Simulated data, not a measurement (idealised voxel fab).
process module | voxel self aligned vias
cross-section cut | 275 nm wide | cells 5 nm
A cross-section is a grid of square cells, given in bands from the top down. A band is one or more rows of cells.
Each band's line starts with the height of the band's top and of its bottom, in nm. Then come its materials from left to right, each with its width in nm. One material with "throughout" fills the band from edge to edge. "air" is empty space.
Height 0 is the level under which the wafer as received is all one material. The lowest band goes on downwards, as in "0 down".
A width such as "30 to 40" changes by the same amount from each row of cells to the next, from the band's top row to its bottom row.
"no change" after a step means that no cell of the cross-section changed.
closed voids: empty space of 8 cells or more with no open way to the top, each as width x height at its distance from the left edge, in nm
after a step's settings: what the simulator itself notes on the step
overlay nm, on a step with a mask: how far to the right of its planned place the mask lay; to the left if negative
plan
1 op RECEIVE | material Si
2 op CONFORMAL_DEP | material SiO2 | thk nm 15
3 op CONFORMAL_DEP | material SiCN | thk nm 5
4 op DIRECTIONAL_DEP | material SiO2 | thk nm 20
5 op MASKED_ETCH | tone open | mask id LINES | width nm 30 | pitch nm 55 | etch materials SiO2 | depth nm 20 | overlay nm 0
6 op CONFORMAL_DEP | material TiN | thk nm 5
7 op FILL_DEP | material Ru | thk nm 10
8 op CMP | height nm 40
9 op SELECTIVE_ETCH | etch materials W Ru TiN | depth nm 10
10 op FILL_DEP | material SiN | thk nm 10
11 op CMP | height nm 40
12 op DIRECTIONAL_DEP | material SiO2 | thk nm 20
13 op PATTERN | tone open | mask id VIAS | material resist | width nm 40 | pitch nm 110 | thk nm 20 | overlay nm 0
14 op DIRECTIONAL_ETCH | etch materials SiO2 | depth nm 20
15 op DIRECTIONAL_ETCH | etch materials SiN | depth nm 10
16 op STRIP | etch materials resist
17 op CONFORMAL_DEP | material TiN | thk nm 5
18 op FILL_DEP | material W | thk nm 5
19 op CMP | height nm 60
20 op CONFORMAL_DEP | material SiCN | thk nm 5
first wafer, as planned
as received, after step 1
  0 down: Si throughout
  closed voids: none
after step 2
  15 to 0: SiO2 throughout
  below 0: unchanged
after step 3
  20 to 15: SiCN throughout
  below 15: unchanged
after step 4
  40 to 20: SiO2 throughout
  below 20: unchanged
after step 5
  40 to 20: SiO2 65 | air 30 | SiO2 25 | air 30 | SiO2 25 | air 30 | SiO2 70
  below 20: unchanged
after step 6
  45 to 40: TiN 70 | air 20 | TiN 35 | air 20 | TiN 35 | air 20 | TiN 75
  40 to 25: SiO2 65 | TiN 5 | air 20 | TiN 5 | SiO2 25 | TiN 5 | air 20 | TiN 5 | SiO2 25 | TiN 5 | air 20 | TiN 5 | SiO2 70
  25 to 20: SiO2 65 | TiN 30 | SiO2 25 | TiN 30 | SiO2 25 | TiN 30 | SiO2 70
  below 20: unchanged
after step 7
  55 to 45: Ru throughout
  45 to 40: TiN 70 | Ru 20 | TiN 35 | Ru 20 | TiN 35 | Ru 20 | TiN 75
  40 to 25: SiO2 65 | TiN 5 | Ru 20 | TiN 5 | SiO2 25 | TiN 5 | Ru 20 | TiN 5 | SiO2 25 | TiN 5 | Ru 20 | TiN 5 | SiO2 70
  below 25: unchanged
after step 8
  40 to 25: SiO2 65 | TiN 5 | Ru 20 | TiN 5 | SiO2 25 | TiN 5 | Ru 20 | TiN 5 | SiO2 25 | TiN 5 | Ru 20 | TiN 5 | SiO2 70
  below 25: unchanged
after step 9
  40 to 30: SiO2 65 | air 30 | SiO2 25 | air 30 | SiO2 25 | air 30 | SiO2 70
  below 30: unchanged
after step 10
  50 to 40: SiN throughout
  40 to 30: SiO2 65 | SiN 30 | SiO2 25 | SiN 30 | SiO2 25 | SiN 30 | SiO2 70
  below 30: unchanged
after step 11
  40 to 30: SiO2 65 | SiN 30 | SiO2 25 | SiN 30 | SiO2 25 | SiN 30 | SiO2 70
  below 30: unchanged
after step 12
  60 to 40: SiO2 throughout
  below 40: unchanged
after step 13
  80 to 60: resist 60 | air 40 | resist 70 | air 40 | resist 65
  below 60: unchanged
after step 14
  80 to 60: resist 60 | air 40 | resist 70 | air 40 | resist 65
  60 to 40: SiO2 60 | air 40 | SiO2 70 | air 40 | SiO2 65
  below 40: unchanged
after step 15
  80 to 60: resist 60 | air 40 | resist 70 | air 40 | resist 65
  60 to 40: SiO2 60 | air 40 | SiO2 70 | air 40 | SiO2 65
  40 to 30: SiO2 65 | air 30 | SiO2 25 | SiN 30 | SiO2 25 | air 30 | SiO2 70
  below 30: unchanged
after step 16
  60 to 40: SiO2 60 | air 40 | SiO2 70 | air 40 | SiO2 65
  below 40: unchanged
after step 17
  65 to 60: TiN 65 | air 30 | TiN 80 | air 30 | TiN 70
  60 to 45: SiO2 60 | TiN 5 | air 30 | TiN 5 | SiO2 70 | TiN 5 | air 30 | TiN 5 | SiO2 65
  45 to 40: SiO2 60 | TiN 10 | air 20 | TiN 10 | SiO2 70 | TiN 10 | air 20 | TiN 10 | SiO2 65
  40 to 35: SiO2 65 | TiN 5 | air 20 | TiN 5 | SiO2 25 | SiN 30 | SiO2 25 | TiN 5 | air 20 | TiN 5 | SiO2 70
  35 to 30: SiO2 65 | TiN 30 | SiO2 25 | SiN 30 | SiO2 25 | TiN 30 | SiO2 70
  below 30: unchanged
after step 18
  70 to 65: W throughout
  65 to 60: TiN 65 | W 30 | TiN 80 | W 30 | TiN 70
  60 to 45: SiO2 60 | TiN 5 | W 30 | TiN 5 | SiO2 70 | TiN 5 | W 30 | TiN 5 | SiO2 65
  45 to 40: SiO2 60 | TiN 10 | W 20 | TiN 10 | SiO2 70 | TiN 10 | W 20 | TiN 10 | SiO2 65
  40 to 35: SiO2 65 | TiN 5 | W 20 | TiN 5 | SiO2 25 | SiN 30 | SiO2 25 | TiN 5 | W 20 | TiN 5 | SiO2 70
  below 35: unchanged
after step 19
  60 to 45: SiO2 60 | TiN 5 | W 30 | TiN 5 | SiO2 70 | TiN 5 | W 30 | TiN 5 | SiO2 65
  below 45: unchanged
after step 20
  65 to 60: SiCN throughout
  below 60: unchanged
second wafer: like start, like plan, one mistake. Through step 1 it matches the first wafer
when step 2 should have ended: no change
when step 3 should have ended
  5 to 0: SiCN throughout
  below 0: unchanged
when step 4 should have ended
  25 to 5: SiO2 throughout
  below 5: unchanged
when step 5 should have ended
  25 to 5: SiO2 65 | air 30 | SiO2 25 | air 30 | SiO2 25 | air 30 | SiO2 70
  below 5: unchanged
when step 6 should have ended
  30 to 25: TiN 70 | air 20 | TiN 35 | air 20 | TiN 35 | air 20 | TiN 75
  25 to 10: SiO2 65 | TiN 5 | air 20 | TiN 5 | SiO2 25 | TiN 5 | air 20 | TiN 5 | SiO2 25 | TiN 5 | air 20 | TiN 5 | SiO2 70
  10 to 5: SiO2 65 | TiN 30 | SiO2 25 | TiN 30 | SiO2 25 | TiN 30 | SiO2 70
  below 5: unchanged
when step 7 should have ended
  40 to 30: Ru throughout
  30 to 25: TiN 70 | Ru 20 | TiN 35 | Ru 20 | TiN 35 | Ru 20 | TiN 75
  25 to 10: SiO2 65 | TiN 5 | Ru 20 | TiN 5 | SiO2 25 | TiN 5 | Ru 20 | TiN 5 | SiO2 25 | TiN 5 | Ru 20 | TiN 5 | SiO2 70
  below 10: unchanged
when step 8 should have ended: no change
when step 9 should have ended
  30 to 25: TiN 70 | Ru 20 | TiN 35 | Ru 20 | TiN 35 | Ru 20 | TiN 75
  below 25: unchanged
when step 10 should have ended
  40 to 30: SiN throughout
  below 30: unchanged
when step 11 should have ended: no change
when step 12 should have ended
  60 to 40: SiO2 throughout
  below 40: unchanged
when step 13 should have ended
  80 to 60: resist 60 | air 40 | resist 70 | air 40 | resist 65
  below 60: unchanged
when step 14 should have ended
  80 to 60: resist 60 | air 40 | resist 70 | air 40 | resist 65
  60 to 40: SiO2 60 | air 40 | SiO2 70 | air 40 | SiO2 65
  below 40: unchanged
when step 15 should have ended
  80 to 60: resist 60 | air 40 | resist 70 | air 40 | resist 65
  60 to 40: SiO2 60 | air 40 | SiO2 70 | air 40 | SiO2 65
  40 to 30: SiN 60 | air 40 | SiN 70 | air 40 | SiN 65
  below 30: unchanged
when step 16 should have ended
  60 to 40: SiO2 60 | air 40 | SiO2 70 | air 40 | SiO2 65
  below 40: unchanged
when step 17 should have ended
  65 to 60: TiN 65 | air 30 | TiN 80 | air 30 | TiN 70
  60 to 40: SiO2 60 | TiN 5 | air 30 | TiN 5 | SiO2 70 | TiN 5 | air 30 | TiN 5 | SiO2 65
  40 to 35: SiN 60 | TiN 5 | air 30 | TiN 5 | SiN 70 | TiN 5 | air 30 | TiN 5 | SiN 65
  35 to 30: SiN 60 | TiN 40 | SiN 70 | TiN 40 | SiN 65
  below 30: unchanged
when step 18 should have ended
  70 to 65: W throughout
  65 to 60: TiN 65 | W 30 | TiN 80 | W 30 | TiN 70
  60 to 40: SiO2 60 | TiN 5 | W 30 | TiN 5 | SiO2 70 | TiN 5 | W 30 | TiN 5 | SiO2 65
  40 to 35: SiN 60 | TiN 5 | W 30 | TiN 5 | SiN 70 | TiN 5 | W 30 | TiN 5 | SiN 65
  below 35: unchanged
when step 19 should have ended
  60 to 40: SiO2 60 | TiN 5 | W 30 | TiN 5 | SiO2 70 | TiN 5 | W 30 | TiN 5 | SiO2 65
  below 40: unchanged
when step 20 should have ended
  65 to 60: SiCN throughout
  below 60: unchanged
what went wrong: step 2 was left out
at the end the second wafer has, in cells: 36 more of Ru | 66 more of SiN | 165 fewer of SiO2 | 55 more of TiN | 8 more of W
